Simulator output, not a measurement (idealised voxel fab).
Name of the process module below: voxel transistor to metal
cross-section cut | 170 nm wide | cells 5 nm
How to read a cross-section here: the picture is a grid of square cells, written as bands going from the top down, and any band can span one or more rows of cells. The band entry comprises the height of the band's top followed by the height of its bottom, expressed in nm, and subsequently the band's materials from left to right, each stated together with its width in nm. Where a single material is marked with the word "full width", that material fills the band from edge to edge. The word "blank" represents empty space. Zero point of the height axis is 0; under it, received wafer = one material. Lowest band: continues down indefinitely, "0 -> down". So if you see something like "30..40" for the width, read it as the top row of the band sitting at the first number and the bottom row at the second, with every row in between moving by the same amount as the last. A step reported as "no change occurred" is a step in which no cell of the cross-section changed. The label "closed voids" introduces a list of the empty spaces, 8 cells or larger, that have no open way up to the top; each entry in it reads width x height at distance, where the distance is taken from the left edge and all three are stated in nm. Post-settings text on a step line: simulator's own remark regarding the step. On any step carrying a mask, the "overlay nm" setting, if present on the step's line, tells how far right of its planned place the mask lay; negative values point to the left. So the way this works: pairs, before and after one process step. The after picture only goes down to the lowest band that actually changed, nothing below. Step and its settings are under each pair. And watch out, pairs might come from different runs of this module, same starting wafer though, so a pair only follows on from the one above if its "Before step" entry tells you so.

**Before step**
45 -> 35: 65 nm blank / 35 nm SiN / 70 nm blank
35 -> 20: 65 nm blank / 10 nm SiN / 15 nm SiCN / 10 nm SiN / 70 nm blank
20 -> 15: 65 nm blank / 10 nm SiN / 15 nm polySi / 10 nm SiN / 70 nm blank
15 -> 10: 40 nm SiN / 25 nm blank / 10 nm SiN / 15 nm polySi / 10 nm SiN / 25 nm blank / 45 nm SiN
10 -> 5: 75 nm SiN / 15 nm polySi / 80 nm SiN
5 -> 0: 30 nm SiO2 / 45 nm SiN / 15 nm polySi / 45 nm SiN / 35 nm SiO2
0 -> -5: 30 nm SiO2 / 10 nm SiN / 85 nm SiO2 / 10 nm SiN / 35 nm SiO2
-5 -> -10: 45 nm SiO2 / 75 nm Si / 50 nm SiO2
-10 -> -40: 40 nm SiO2 / 85 nm Si / 45 nm SiO2
-40 -> down: Si full width
closed voids: none

**Resulting Structure**
35 -> 20: 65 nm blank / 10 nm SiN / 15 nm SiCN / 10 nm SiN / 70 nm blank
20 -> 5: 65 nm blank / 10 nm SiN / 15 nm polySi / 10 nm SiN / 70 nm blank
5 -> 0: 30 nm SiO2 / 10 nm SiN / 25 nm blank / 10 nm SiN / 15 nm polySi / 10 nm SiN / 25 nm blank / 10 nm SiN / 35 nm SiO2
Under 0: no change, same as before.
closed voids: none
What was done to get from the upper cross-section to the lower one? DIRECTIONAL_ETCH [etch materials SiN] [depth nm 10]

Before step: The pre-step condition corresponds to the post-step cross-section depicted in the pair directly above.

**Resulting Structure**
35 -> 20: 65 nm blank / 10 nm SiN / 15 nm SiCN / 10 nm SiN / 70 nm blank
20 -> 5: 65 nm blank / 10 nm SiN / 15 nm polySi / 10 nm SiN / 70 nm blank
5 -> 0: 30 nm blank / 10 nm SiN / 25 nm blank / 10 nm SiN / 15 nm polySi / 10 nm SiN / 25 nm blank / 10 nm SiN / 35 nm blank
0 -> -5: 30 nm SiO2 / 10 nm SiN / 25 nm blank / 35 nm SiO2 / 25 nm blank / 10 nm SiN / 35 nm SiO2
Under -5: no change, same as before.
closed voids: none
What was done to get from the upper cross-section to the lower one? DIRECTIONAL_ETCH [etch materials SiO2] [depth nm 5]

Before step: The pre-step condition corresponds to the post-step cross-section depicted in the pair directly above.

**Resulting Structure**
35 -> 20: 65 nm blank / 10 nm SiN / 15 nm SiCN / 10 nm SiN / 70 nm blank
20 -> 5: 65 nm blank / 10 nm SiN / 15 nm polySi / 10 nm SiN / 70 nm blank
5 -> 0: 30 nm blank / 10 nm SiN / 25 nm blank / 10 nm SiN / 15 nm polySi / 10 nm SiN / 25 nm blank / 10 nm SiN / 35 nm blank
0 -> -5: 30 nm SiO2 / 10 nm SiN / 25 nm blank / 35 nm SiO2 / 25 nm blank / 10 nm SiN / 35 nm SiO2
-5 -> -10: 45 nm SiO2 / 20 nm blank / 35 nm Si / 20 nm blank / 50 nm SiO2
Under -10: no change, same as before.
closed voids: none
What was done to get from the upper cross-section to the lower one? DIRECTIONAL_ETCH [etch materials Si] [depth nm 5]

Before step: The pre-step condition corresponds to the post-step cross-section depicted in the pair directly above.

**Resulting Structure**
35 -> 20: 65 nm blank / 10 nm SiN / 15 nm SiCN / 10 nm SiN / 70 nm blank
20 -> 5: 65 nm blank / 10 nm SiN / 15 nm polySi / 10 nm SiN / 70 nm blank
5 -> 0: 30 nm blank / 10 nm SiN / 15 nm blank / 10 nm SiGe / 10 nm SiN / 15 nm polySi / 10 nm SiN / 10 nm SiGe / 15 nm blank / 10 nm SiN / 35 nm blank
0 -> -5: 30 nm SiO2 / 10 nm SiN / 25 nm SiGe / 35 nm SiO2 / 25 nm SiGe / 10 nm SiN / 35 nm SiO2
-5 -> -10: 45 nm SiO2 / 20 nm SiGe / 35 nm Si / 20 nm SiGe / 50 nm SiO2
Under -10: no change, same as before.
closed voids: none
What was done to get from the upper cross-section to the lower one? EPI [material SiGe] [thk nm 10]

Before step: The pre-step condition corresponds to the post-step cross-section depicted in the pair directly above.

**Resulting Structure**
45 -> 35: SiO2 full width
35 -> 20: 65 nm SiO2 / 10 nm SiN / 15 nm SiCN / 10 nm SiN / 70 nm SiO2
20 -> 5: 65 nm SiO2 / 10 nm SiN / 15 nm polySi / 10 nm SiN / 70 nm SiO2
5 -> 0: 30 nm SiO2 / 10 nm SiN / 15 nm SiO2 / 10 nm SiGe / 10 nm SiN / 15 nm polySi / 10 nm SiN / 10 nm SiGe / 15 nm SiO2 / 10 nm SiN / 35 nm SiO2
Under 0: no change, same as before.
closed voids: none
What was done to get from the upper cross-section to the lower one? FILL_DEP [material SiO2] [thk nm 10]

Before step: The pre-step condition corresponds to the post-step cross-section depicted in the pair directly above.

**Resulting Structure**
35 -> 20: 65 nm SiO2 / 10 nm SiN / 15 nm SiCN / 10 nm SiN / 70 nm SiO2
Under 20: no change, same as before.
closed voids: none
What was done to get from the upper cross-section to the lower one? CMP [height nm 35]

Before step: The pre-step condition corresponds to the post-step cross-section depicted in the pair directly above.

**Resulting Structure**
50 -> 35: SiO2 full width
Under 35: no change, same as before.
closed voids: none
What was done to get from the upper cross-section to the lower one? DIRECTIONAL_DEP [material SiO2] [thk nm 15]

Before step: The pre-step condition corresponds to the post-step cross-section depicted in the pair directly above.

**Resulting Structure**
65 -> 50: aC full width
Under 50: no change, same as before.
closed voids: none
What was done to get from the upper cross-section to the lower one? DIRECTIONAL_DEP [material aC] [thk nm 15]

Before step: The pre-step condition corresponds to the post-step cross-section depicted in the pair directly above.

**Resulting Structure**
95 -> 65: 40 nm resist / 15 nm blank / 55 nm resist / 15 nm blank / 45 nm resist
Under 65: no change, same as before.
closed voids: none
What was done to get from the upper cross-section to the lower one? PATTERN [tone open] [mask id CONTACT] [material resist] [width nm 15] [pitch nm 70] [thk nm 30] [overlay nm 0]

Before step: The pre-step condition corresponds to the post-step cross-section depicted in the pair directly above.

**Resulting Structure**
80 -> 65: 40 nm resist / 15 nm blank / 55 nm resist / 15 nm blank / 45 nm resist
65 -> 50: 40 nm aC / 15 nm blank / 55 nm aC / 15 nm blank / 45 nm aC
Under 50: no change, same as before.
closed voids: none
What was done to get from the upper cross-section to the lower one? DIRECTIONAL_ETCH [etch materials aC] [depth nm 15]

Before step: The pre-step condition corresponds to the post-step cross-section depicted in the pair directly above.

**Resulting Structure**
65 -> 50: 40 nm aC / 15 nm blank / 55 nm aC / 15 nm blank / 45 nm aC
Under 50: no change, same as before.
closed voids: none
What was done to get from the upper cross-section to the lower one? STRIP [etch materials resist]

Before step: The pre-step condition corresponds to the post-step cross-section depicted in the pair directly above.

**Resulting Structure**
65 -> 50: 40 nm aC / 15 nm blank / 55 nm aC / 15 nm blank / 45 nm aC
50 -> 35: 40 nm SiO2 / 15 nm blank / 55 nm SiO2 / 15 nm blank / 45 nm SiO2
35 -> 20: 40 nm SiO2 / 15 nm blank / 10 nm SiO2 / 10 nm SiN / 15 nm SiCN / 10 nm SiN / 10 nm SiO2 / 15 nm blank / 45 nm SiO2
20 -> 5: 40 nm SiO2 / 15 nm blank / 10 nm SiO2 / 10 nm SiN / 15 nm polySi / 10 nm SiN / 10 nm SiO2 / 15 nm blank / 45 nm SiO2
5 -> 0: 30 nm SiO2 / 10 nm SiN / 15 nm blank / 10 nm SiGe / 10 nm SiN / 15 nm polySi / 10 nm SiN / 10 nm SiGe / 15 nm blank / 10 nm SiN / 35 nm SiO2
Under 0: no change, same as before.
closed voids: none
What was done to get from the upper cross-section to the lower one? DIRECTIONAL_ETCH [etch materials SiO2] [depth nm 50]

Before step: The pre-step condition corresponds to the post-step cross-section depicted in the pair directly above.

**Resulting Structure**
50 -> 35: 40 nm SiO2 / 15 nm blank / 55 nm SiO2 / 15 nm blank / 45 nm SiO2
Under 35: no change, same as before.
closed voids: none
What was done to get from the upper cross-section to the lower one? STRIP [etch materials aC]

Before step: The pre-step condition corresponds to the post-step cross-section depicted in the pair directly above.

**Resulting Structure**
55 -> 50: 45 nm TiN / 5 nm blank / 65 nm TiN / 5 nm blank / 50 nm TiN
50 -> 35: 40 nm SiO2 / 5 nm TiN / 5 nm blank / 5 nm TiN / 55 nm SiO2 / 5 nm TiN / 5 nm blank / 5 nm TiN / 45 nm SiO2
35 -> 20: 40 nm SiO2 / 5 nm TiN / 5 nm blank / 5 nm TiN / 10 nm SiO2 / 10 nm SiN / 15 nm SiCN / 10 nm SiN / 10 nm SiO2 / 5 nm TiN / 5 nm blank / 5 nm TiN / 45 nm SiO2
20 -> 5: 40 nm SiO2 / 5 nm TiN / 5 nm blank / 5 nm TiN / 10 nm SiO2 / 10 nm SiN / 15 nm polySi / 10 nm SiN / 10 nm SiO2 / 5 nm TiN / 5 nm blank / 5 nm TiN / 45 nm SiO2
5 -> 0: 30 nm SiO2 / 10 nm SiN / 15 nm TiN / 10 nm SiGe / 10 nm SiN / 15 nm polySi / 10 nm SiN / 10 nm SiGe / 15 nm TiN / 10 nm SiN / 35 nm SiO2
Under 0: no change, same as before.
closed voids: none
What was done to get from the upper cross-section to the lower one? CONFORMAL_DEP [material TiN] [thk nm 5]

Before step: The pre-step condition corresponds to the post-step cross-section depicted in the pair directly above.

**Resulting Structure**
65 -> 55: Ru full width
55 -> 50: 45 nm TiN / 5 nm Ru / 65 nm TiN / 5 nm Ru / 50 nm TiN
50 -> 35: 40 nm SiO2 / 5 nm TiN / 5 nm Ru / 5 nm TiN / 55 nm SiO2 / 5 nm TiN / 5 nm Ru / 5 nm TiN / 45 nm SiO2
35 -> 20: 40 nm SiO2 / 5 nm TiN / 5 nm Ru / 5 nm TiN / 10 nm SiO2 / 10 nm SiN / 15 nm SiCN / 10 nm SiN / 10 nm SiO2 / 5 nm TiN / 5 nm Ru / 5 nm TiN / 45 nm SiO2
20 -> 5: 40 nm SiO2 / 5 nm TiN / 5 nm Ru / 5 nm TiN / 10 nm SiO2 / 10 nm SiN / 15 nm polySi / 10 nm SiN / 10 nm SiO2 / 5 nm TiN / 5 nm Ru / 5 nm TiN / 45 nm SiO2
Under 5: no change, same as before.
closed voids: none
What was done to get from the upper cross-section to the lower one? FILL_DEP [material Ru] [thk nm 10]

Before step: The pre-step condition corresponds to the post-step cross-section depicted in the pair directly above.

**Resulting Structure**
50 -> 35: 40 nm SiO2 / 5 nm TiN / 5 nm Ru / 5 nm TiN / 55 nm SiO2 / 5 nm TiN / 5 nm Ru / 5 nm TiN / 45 nm SiO2
Under 35: no change, same as before.
closed voids: none
What was done to get from the upper cross-section to the lower one? CMP [height nm 50]

Before step: The pre-step condition corresponds to the post-step cross-section depicted in the pair directly above.

**Resulting Structure**
55 -> 50: TiN full width
Under 50: no change, same as before.
closed voids: none
What was done to get from the upper cross-section to the lower one? DIRECTIONAL_DEP [material TiN] [thk nm 5]

Before step: The pre-step condition corresponds to the post-step cross-section depicted in the pair directly above.

**Resulting Structure**
80 -> 55: W full width
Under 55: no change, same as before.
closed voids: none
What was done to get from the upper cross-section to the lower one? DIRECTIONAL_DEP [material W] [thk nm 25]

Before step: The pre-step condition corresponds to the post-step cross-section depicted in the pair directly above.

**Resulting Structure**
100 -> 80: 40 nm blank / 15 nm resist / 55 nm blank / 15 nm resist / 45 nm blank
Under 80: no change, same as before.
closed voids: none
What was done to get from the upper cross-section to the lower one? PATTERN [tone cover] [mask id METAL_1] [material resist] [width nm 15] [pitch nm 70] [thk nm 20] [overlay nm 0]

Before step: The pre-step condition corresponds to the post-step cross-section depicted in the pair directly above.

**Resulting Structure**
100 -> 80: 40 nm blank / 15 nm resist / 55 nm blank / 15 nm resist / 45 nm blank
80 -> 55: 40 nm blank / 15 nm W / 55 nm blank / 15 nm W / 45 nm blank
Under 55: no change, same as before.
closed voids: none
What was done to get from the upper cross-section to the lower one? DIRECTIONAL_ETCH [etch materials W] [depth nm 25]

Before step: The pre-step condition corresponds to the post-step cross-section depicted in the pair directly above.

**Resulting Structure**
100 -> 80: 40 nm blank / 15 nm resist / 55 nm blank / 15 nm resist / 45 nm blank
80 -> 55: 40 nm blank / 15 nm W / 55 nm blank / 15 nm W / 45 nm blank
55 -> 50: 40 nm blank / 15 nm TiN / 55 nm blank / 15 nm TiN / 45 nm blank
Under 50: no change, same as before.
closed voids: none
What was done to get from the upper cross-section to the lower one? DIRECTIONAL_ETCH [etch materials TiN] [depth nm 5]

Before step: The pre-step condition corresponds to the post-step cross-section depicted in the pair directly above.

**Resulting Structure**
80 -> 55: 40 nm blank / 15 nm W / 55 nm blank / 15 nm W / 45 nm blank
Under 55: no change, same as before.
closed voids: none
What was done to get from the upper cross-section to the lower one? STRIP [etch materials resist]

Before step: The pre-step condition corresponds to the post-step cross-section depicted in the pair directly above.

**Resulting Structure**
90 -> 80: lowk full width
80 -> 55: 40 nm lowk / 15 nm W / 55 nm lowk / 15 nm W / 45 nm lowk
55 -> 50: 40 nm lowk / 15 nm TiN / 55 nm lowk / 15 nm TiN / 45 nm lowk
Under 50: no change, same as before.
closed voids: none
What was done to get from the upper cross-section to the lower one? FILL_DEP [material lowk] [thk nm 10]

Before step: The pre-step condition corresponds to the post-step cross-section depicted in the pair directly above.

**Resulting Structure**
80 -> 55: 40 nm lowk / 15 nm W / 55 nm lowk / 15 nm W / 45 nm lowk
Under 55: no change, same as before.
closed voids: none
What was done to get from the upper cross-section to the lower one? CMP [height nm 80]

Before step: The pre-step condition corresponds to the post-step cross-section depicted in the pair directly above.

**Resulting Structure**
85 -> 80: SiCN full width
Under 80: no change, same as before.
closed voids: none
What was done to get from the upper cross-section to the lower one? CONFORMAL_DEP [material SiCN] [thk nm 5]

**Before step**
50 -> 35: SiO2 full width
35 -> 20: 65 nm SiO2 / 10 nm SiN / 15 nm SiCN / 10 nm SiN / 70 nm SiO2
20 -> 5: 65 nm SiO2 / 10 nm SiN / 15 nm polySi / 10 nm SiN / 70 nm SiO2
5 -> 0: 30 nm SiO2 / 10 nm SiN / 15 nm SiO2 / 10 nm SiGe / 10 nm SiN / 15 nm polySi / 10 nm SiN / 10 nm SiGe / 15 nm SiO2 / 10 nm SiN / 35 nm SiO2
0 -> -5: 40 nm SiO2 / 25 nm SiGe / 35 nm SiO2 / 25 nm SiGe / 45 nm SiO2
-5 -> -10: 40 nm SiO2 / 25 nm SiGe / 35 nm Si / 25 nm SiGe / 45 nm SiO2
-10 -> -40: 40 nm SiO2 / 85 nm Si / 45 nm SiO2
-40 -> down: Si full width
closed voids: none

**Resulting Structure**
65 -> 35: SiO2 full width
Under 35: no change, same as before.
closed voids: none
What was done to get from the upper cross-section to the lower one? DIRECTIONAL_DEP [material SiO2] [thk nm 15]

Before step: The pre-step condition corresponds to the post-step cross-section depicted in the pair directly above.

**Resulting Structure**
80 -> 65: aC full width
Under 65: no change, same as before.
closed voids: none
What was done to get from the upper cross-section to the lower one? DIRECTIONAL_DEP [material aC] [thk nm 15]

Before step: The pre-step condition corresponds to the post-step cross-section depicted in the pair directly above.

**Resulting Structure**
110 -> 80: 40 nm resist / 15 nm blank / 55 nm resist / 15 nm blank / 45 nm resist
Under 80: no change, same as before.
closed voids: none
What was done to get from the upper cross-section to the lower one? PATTERN [tone open] [mask id CONTACT] [material resist] [width nm 15] [pitch nm 70] [thk nm 30] [overlay nm 0]

Before step: The pre-step condition corresponds to the post-step cross-section depicted in the pair directly above.

**Resulting Structure**
95 -> 80: 40 nm resist / 15 nm blank / 55 nm resist / 15 nm blank / 45 nm resist
80 -> 65: 40 nm aC / 15 nm blank / 55 nm aC / 15 nm blank / 45 nm aC
Under 65: no change, same as before.
closed voids: none
What was done to get from the upper cross-section to the lower one? DIRECTIONAL_ETCH [etch materials aC] [depth nm 15]

Before step: The pre-step condition corresponds to the post-step cross-section depicted in the pair directly above.

**Resulting Structure**
80 -> 65: 40 nm aC / 15 nm blank / 55 nm aC / 15 nm blank / 45 nm aC
Under 65: no change, same as before.
closed voids: none
What was done to get from the upper cross-section to the lower one? STRIP [etch materials resist]

Before step: The pre-step condition corresponds to the post-step cross-section depicted in the pair directly above.

**Resulting Structure**
80 -> 65: 40 nm aC / 15 nm blank / 55 nm aC / 15 nm blank / 45 nm aC
65 -> 35: 40 nm SiO2 / 15 nm blank / 55 nm SiO2 / 15 nm blank / 45 nm SiO2
35 -> 20: 40 nm SiO2 / 15 nm blank / 10 nm SiO2 / 10 nm SiN / 15 nm SiCN / 10 nm SiN / 10 nm SiO2 / 15 nm blank / 45 nm SiO2
20 -> 15: 40 nm SiO2 / 15 nm blank / 10 nm SiO2 / 10 nm SiN / 15 nm polySi / 10 nm SiN / 10 nm SiO2 / 15 nm blank / 45 nm SiO2
Under 15: no change, same as before.
closed voids: none
What was done to get from the upper cross-section to the lower one? DIRECTIONAL_ETCH [etch materials SiO2] [depth nm 50]

Before step: The pre-step condition corresponds to the post-step cross-section depicted in the pair directly above.

**Resulting Structure**
65 -> 35: 40 nm SiO2 / 15 nm blank / 55 nm SiO2 / 15 nm blank / 45 nm SiO2
Under 35: no change, same as before.
closed voids: none
What was done to get from the upper cross-section to the lower one? STRIP [etch materials aC]

Before step: The pre-step condition corresponds to the post-step cross-section depicted in the pair directly above.

**Resulting Structure**
70 -> 65: 45 nm TiN / 5 nm blank / 65 nm TiN / 5 nm blank / 50 nm TiN
65 -> 35: 40 nm SiO2 / 5 nm TiN / 5 nm blank / 5 nm TiN / 55 nm SiO2 / 5 nm TiN / 5 nm blank / 5 nm TiN / 45 nm SiO2
35 -> 20: 40 nm SiO2 / 5 nm TiN / 5 nm blank / 5 nm TiN / 10 nm SiO2 / 10 nm SiN / 15 nm SiCN / 10 nm SiN / 10 nm SiO2 / 5 nm TiN / 5 nm blank / 5 nm TiN / 45 nm SiO2
20 -> 15: 40 nm SiO2 / 15 nm TiN / 10 nm SiO2 / 10 nm SiN / 15 nm polySi / 10 nm SiN / 10 nm SiO2 / 15 nm TiN / 45 nm SiO2
Under 15: no change, same as before.
closed voids: none
What was done to get from the upper cross-section to the lower one? CONFORMAL_DEP [material TiN] [thk nm 5]

Before step: The pre-step condition corresponds to the post-step cross-section depicted in the pair directly above.

**Resulting Structure**
80 -> 70: Ru full width
70 -> 65: 45 nm TiN / 5 nm Ru / 65 nm TiN / 5 nm Ru / 50 nm TiN
65 -> 35: 40 nm SiO2 / 5 nm TiN / 5 nm Ru / 5 nm TiN / 55 nm SiO2 / 5 nm TiN / 5 nm Ru / 5 nm TiN / 45 nm SiO2
35 -> 20: 40 nm SiO2 / 5 nm TiN / 5 nm Ru / 5 nm TiN / 10 nm SiO2 / 10 nm SiN / 15 nm SiCN / 10 nm SiN / 10 nm SiO2 / 5 nm TiN / 5 nm Ru / 5 nm TiN / 45 nm SiO2
Under 20: no change, same as before.
closed voids: none
What was done to get from the upper cross-section to the lower one? FILL_DEP [material Ru] [thk nm 10]

Before step: The pre-step condition corresponds to the post-step cross-section depicted in the pair directly above.

**Resulting Structure**
50 -> 35: 40 nm SiO2 / 5 nm TiN / 5 nm Ru / 5 nm TiN / 55 nm SiO2 / 5 nm TiN / 5 nm Ru / 5 nm TiN / 45 nm SiO2
Under 35: no change, same as before.
closed voids: none
What was done to get from the upper cross-section to the lower one? CMP [height nm 50]

Before step: The pre-step condition corresponds to the post-step cross-section depicted in the pair directly above.

**Resulting Structure**
55 -> 50: TiN full width
Under 50: no change, same as before.
closed voids: none
What was done to get from the upper cross-section to the lower one? DIRECTIONAL_DEP [material TiN] [thk nm 5]

Before step: The pre-step condition corresponds to the post-step cross-section depicted in the pair directly above.

**Resulting Structure**
80 -> 55: W full width
Under 55: no change, same as before.
closed voids: none
What was done to get from the upper cross-section to the lower one? DIRECTIONAL_DEP [material W] [thk nm 25]

Before step: The pre-step condition corresponds to the post-step cross-section depicted in the pair directly above.

**Resulting Structure**
100 -> 80: 40 nm blank / 15 nm resist / 55 nm blank / 15 nm resist / 45 nm blank
Under 80: no change, same as before.
closed voids: none
What was done to get from the upper cross-section to the lower one? PATTERN [tone cover] [mask id METAL_1] [material resist] [width nm 15] [pitch nm 70] [thk nm 20] [overlay nm 0]

Before step: The pre-step condition corresponds to the post-step cross-section depicted in the pair directly above.

**Resulting Structure**
100 -> 80: 40 nm blank / 15 nm resist / 55 nm blank / 15 nm resist / 45 nm blank
80 -> 55: 40 nm blank / 15 nm W / 55 nm blank / 15 nm W / 45 nm blank
Under 55: no change, same as before.
closed voids: none
What was done to get from the upper cross-section to the lower one? DIRECTIONAL_ETCH [etch materials W] [depth nm 25]

Before step: The pre-step condition corresponds to the post-step cross-section depicted in the pair directly above.

**Resulting Structure**
100 -> 80: 40 nm blank / 15 nm resist / 55 nm blank / 15 nm resist / 45 nm blank
80 -> 55: 40 nm blank / 15 nm W / 55 nm blank / 15 nm W / 45 nm blank
55 -> 50: 40 nm blank / 15 nm TiN / 55 nm blank / 15 nm TiN / 45 nm blank
Under 50: no change, same as before.
closed voids: none
What was done to get from the upper cross-section to the lower one? DIRECTIONAL_ETCH [etch materials TiN] [depth nm 5]

Before step: The pre-step condition corresponds to the post-step cross-section depicted in the pair directly above.

**Resulting Structure**
80 -> 55: 40 nm blank / 15 nm W / 55 nm blank / 15 nm W / 45 nm blank
Under 55: no change, same as before.
closed voids: none
What was done to get from the upper cross-section to the lower one? STRIP [etch materials resist]

Before step: The pre-step condition corresponds to the post-step cross-section depicted in the pair directly above.

**Resulting Structure**
90 -> 80: lowk full width
80 -> 55: 40 nm lowk / 15 nm W / 55 nm lowk / 15 nm W / 45 nm lowk
55 -> 50: 40 nm lowk / 15 nm TiN / 55 nm lowk / 15 nm TiN / 45 nm lowk
Under 50: no change, same as before.
closed voids: none
What was done to get from the upper cross-section to the lower one? FILL_DEP [material lowk] [thk nm 10]

Before step: The pre-step condition corresponds to the post-step cross-section depicted in the pair directly above.

**Resulting Structure**
80 -> 55: 40 nm lowk / 15 nm W / 55 nm lowk / 15 nm W / 45 nm lowk
Under 55: no change, same as before.
closed voids: none
What was done to get from the upper cross-section to the lower one? CMP [height nm 80]

Before step: The pre-step condition corresponds to the post-step cross-section depicted in the pair directly above.

**Resulting Structure**
85 -> 80: SiCN full width
Under 80: no change, same as before.
closed voids: none
What was done to get from the upper cross-section to the lower one? CONFORMAL_DEP [material SiCN] [thk nm 5]

**Before step**
50 -> 35: 40 nm SiO2 / 5 nm TiN / 5 nm Ru / 5 nm TiN / 55 nm SiO2 / 5 nm TiN / 5 nm Ru / 5 nm TiN / 45 nm SiO2
35 -> 20: 40 nm SiO2 / 5 nm TiN / 5 nm Ru / 5 nm TiN / 10 nm SiO2 / 10 nm SiN / 15 nm SiCN / 10 nm SiN / 10 nm SiO2 / 5 nm TiN / 5 nm Ru / 5 nm TiN / 45 nm SiO2
20 -> 5: 40 nm SiO2 / 5 nm TiN / 5 nm Ru / 5 nm TiN / 10 nm SiO2 / 10 nm SiN / 15 nm polySi / 10 nm SiN / 10 nm SiO2 / 5 nm TiN / 5 nm Ru / 5 nm TiN / 45 nm SiO2
5 -> 0: 30 nm SiO2 / 10 nm SiN / 15 nm TiN / 10 nm SiGe / 10 nm SiN / 15 nm polySi / 10 nm SiN / 10 nm SiGe / 15 nm TiN / 10 nm SiN / 35 nm SiO2
0 -> -5: 40 nm SiO2 / 25 nm SiGe / 35 nm SiO2 / 25 nm SiGe / 45 nm SiO2
-5 -> -10: 40 nm SiO2 / 25 nm SiGe / 35 nm Si / 25 nm SiGe / 45 nm SiO2
-10 -> -40: 40 nm SiO2 / 85 nm Si / 45 nm SiO2
-40 -> down: Si full width
closed voids: none

**Resulting Structure**
75 -> 50: W full width
Under 50: no change, same as before.
closed voids: none
What was done to get from the upper cross-section to the lower one? DIRECTIONAL_DEP [material W] [thk nm 25]

Before step: The pre-step condition corresponds to the post-step cross-section depicted in the pair directly above.

**Resulting Structure**
80 -> 75: TiN full width
Under 75: no change, same as before.
closed voids: none
What was done to get from the upper cross-section to the lower one? DIRECTIONAL_DEP [material TiN] [thk nm 5]

Before step: The pre-step condition corresponds to the post-step cross-section depicted in the pair directly above.

**Resulting Structure**
100 -> 80: 40 nm blank / 15 nm resist / 55 nm blank / 15 nm resist / 45 nm blank
Under 80: no change, same as before.
closed voids: none
What was done to get from the upper cross-section to the lower one? PATTERN [tone cover] [mask id METAL_1] [material resist] [width nm 15] [pitch nm 70] [thk nm 20] [overlay nm 0]

Before step: The pre-step condition corresponds to the post-step cross-section depicted in the pair directly above.

**Resulting Structure**
100 -> 80: 40 nm blank / 15 nm resist / 55 nm blank / 15 nm resist / 45 nm blank
80 -> 75: 40 nm blank / 15 nm TiN / 55 nm blank / 15 nm TiN / 45 nm blank
Under 75: no change, same as before.
closed voids: none
What was done to get from the upper cross-section to the lower one? DIRECTIONAL_ETCH [etch materials TiN] [depth nm 5]

Before step: The pre-step condition corresponds to the post-step cross-section depicted in the pair directly above.

**Resulting Structure**
80 -> 75: 40 nm blank / 15 nm TiN / 55 nm blank / 15 nm TiN / 45 nm blank
Under 75: no change, same as before.
closed voids: none
What was done to get from the upper cross-section to the lower one? STRIP [etch materials resist]

Before step: The pre-step condition corresponds to the post-step cross-section depicted in the pair directly above.

**Resulting Structure**
90 -> 80: lowk full width
80 -> 75: 40 nm lowk / 15 nm TiN / 55 nm lowk / 15 nm TiN / 45 nm lowk
Under 75: no change, same as before.
closed voids: none
What was done to get from the upper cross-section to the lower one? FILL_DEP [material lowk] [thk nm 10]

Before step: The pre-step condition corresponds to the post-step cross-section depicted in the pair directly above.

**Resulting Structure**
80 -> 75: 40 nm lowk / 15 nm TiN / 55 nm lowk / 15 nm TiN / 45 nm lowk
Under 75: no change, same as before.
closed voids: none
What was done to get from the upper cross-section to the lower one? CMP [height nm 80]

Before step: The pre-step condition corresponds to the post-step cross-section depicted in the pair directly above.

**Resulting Structure**
85 -> 80: SiCN full width
Under 80: no change, same as before.
closed voids: none
What was done to get from the upper cross-section to the lower one? CONFORMAL_DEP [material SiCN] [thk nm 5]

**Before step**
35 -> 20: 65 nm blank / 10 nm SiN / 15 nm SiCN / 10 nm SiN / 70 nm blank
20 -> 5: 65 nm blank / 10 nm SiN / 15 nm polySi / 10 nm SiN / 70 nm blank
5 -> 0: 30 nm blank / 10 nm SiN / 25 nm blank / 10 nm SiN / 15 nm polySi / 10 nm SiN / 25 nm blank / 10 nm SiN / 35 nm blank
0 -> -5: 40 nm SiO2 / 25 nm blank / 35 nm SiO2 / 25 nm blank / 45 nm SiO2
-5 -> -10: 40 nm SiO2 / 25 nm blank / 35 nm Si / 25 nm blank / 45 nm SiO2
-10 -> -40: 40 nm SiO2 / 85 nm Si / 45 nm SiO2
-40 -> down: Si full width
closed voids: none

**Resulting Structure**
35 -> 20: 65 nm blank / 10 nm SiN / 15 nm SiCN / 10 nm SiN / 70 nm blank
20 -> 10: 65 nm blank / 10 nm SiN / 15 nm polySi / 10 nm SiN / 70 nm blank
10 -> 5: 50 nm blank / 15 nm SiGe / 10 nm SiN / 15 nm polySi / 10 nm SiN / 15 nm SiGe / 55 nm blank
5 -> 0: 30 nm blank / 10 nm SiN / 25 nm SiGe / 10 nm SiN / 15 nm polySi / 10 nm SiN / 25 nm SiGe / 10 nm SiN / 35 nm blank
0 -> -5: 40 nm SiO2 / 25 nm SiGe / 35 nm SiO2 / 25 nm SiGe / 45 nm SiO2
-5 -> -10: 40 nm SiO2 / 25 nm SiGe / 35 nm Si / 25 nm SiGe / 45 nm SiO2
Under -10: no change, same as before.
closed voids: none
What was done to get from the upper cross-section to the lower one? EPI [material SiGe] [thk nm 15]

Before step: The pre-step condition corresponds to the post-step cross-section depicted in the pair directly above.

**Resulting Structure**
45 -> 35: SiO2 full width
35 -> 20: 65 nm SiO2 / 10 nm SiN / 15 nm SiCN / 10 nm SiN / 70 nm SiO2
20 -> 10: 65 nm SiO2 / 10 nm SiN / 15 nm polySi / 10 nm SiN / 70 nm SiO2
10 -> 5: 50 nm SiO2 / 15 nm SiGe / 10 nm SiN / 15 nm polySi / 10 nm SiN / 15 nm SiGe / 55 nm SiO2
5 -> 0: 30 nm SiO2 / 10 nm SiN / 25 nm SiGe / 10 nm SiN / 15 nm polySi / 10 nm SiN / 25 nm SiGe / 10 nm SiN / 35 nm SiO2
Under 0: no change, same as before.
closed voids: none
What was done to get from the upper cross-section to the lower one? FILL_DEP [material SiO2] [thk nm 10]

Before step: The pre-step condition corresponds to the post-step cross-section depicted in the pair directly above.

**Resulting Structure**
35 -> 20: 65 nm SiO2 / 10 nm SiN / 15 nm SiCN / 10 nm SiN / 70 nm SiO2
Under 20: no change, same as before.
closed voids: none
What was done to get from the upper cross-section to the lower one? CMP [height nm 35]

Before step: The pre-step condition corresponds to the post-step cross-section depicted in the pair directly above.

**Resulting Structure**
50 -> 35: SiO2 full width
Under 35: no change, same as before.
closed voids: none
What was done to get from the upper cross-section to the lower one? DIRECTIONAL_DEP [material SiO2] [thk nm 15]

Before step: The pre-step condition corresponds to the post-step cross-section depicted in the pair directly above.

**Resulting Structure**
65 -> 50: aC full width
Under 50: no change, same as before.
closed voids: none
What was done to get from the upper cross-section to the lower one? DIRECTIONAL_DEP [material aC] [thk nm 15]
